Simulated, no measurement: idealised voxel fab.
The document below concerns the process module designated voxel released beams.
Cross-section cut: width 195 nm, square cells of 5 nm.
In this document a cross-section is written as a grid of square cells. It is given as a series of bands, listed from the top down, and a band is one or more rows of cells. This entry defines a band. It first specifies the height of the band's top and the height of its bottom in nm, and then specifies the band's materials from left to right, stating each material with its width in nm. The word "edge to edge" identifies a single material that fills the band from edge to edge, while the word "blank" identifies empty space. Zero point of the height axis is 0; under it, received wafer = one material. Lowest band: continues down indefinitely, "top 0, no bottom". Top row gets the first number, bottom row gets the second, and each row in between changes by the same step: that is how a band width like "30->40" works. "left unchanged" means the step left every cell of the cross-section as it was. Each empty space that has no open way to the top and spans at least 8 cells appears under "Entrapped void list" as width x height at distance, the distance counted from the left edge, all in nm. Heads up: the bit after the settings on a step's line is the simulator's remark on that step. overlay nm, on a step with a mask: how far to the right of its planned place the mask lay; to the left if negative.

Process steps foreseen in the plan:
1 RECEIVE, material Si
2 CONFORMAL_DEP, material Al2O3, thk nm 10
3 DIRECTIONAL_DEP, material SiO2, thk nm 20
4 MASKED_ETCH, tone open, mask id ANCHOR, width nm 35, etch materials SiO2, depth nm 20, overlay nm 0
5 CONFORMAL_DEP, material SiN, thk nm 15
6 PATTERN, tone cover, mask id BEAM, material resist, width nm 100, thk nm 15, overlay nm 0
7 DIRECTIONAL_ETCH, etch materials SiN, depth nm 15
8 STRIP, etch materials resist
9 STRIP, etch materials SiO2

Cross-section of the wafer as it came to us, i.e., already through step 1:
- top 0, no bottom: Si edge to edge
- Entrapped void list: none

First of two wafers: cross-section at end of module, run per plan:
- top 45, bottom 30: 45 blank | 20 SiN | 5 blank | 75 SiN | 50 blank
- top 30, bottom 25: 50 blank | 15 SiN | 5 blank | 15 SiN | 110 blank
- top 25, bottom 10: 50 blank | 35 SiN | 110 blank
- top 10, bottom 0: Al2O3 edge to edge
- top 0, no bottom: Si edge to edge
- Entrapped void list: none

Cross-section, wafer two of two, end of module: same start and plan as wafer one, one error in execution:
- top 0, no bottom: Si edge to edge
- Entrapped void list: none
what went wrong: step 2 ran differently from the plan; actual operation with settings: CONFORMAL_DEP, material SiO2, thk nm 10
Counted in cells at the end, the second wafer holds more or fewer of these materials than the first: 78 fewer of Al2O3 | 84 fewer of SiN
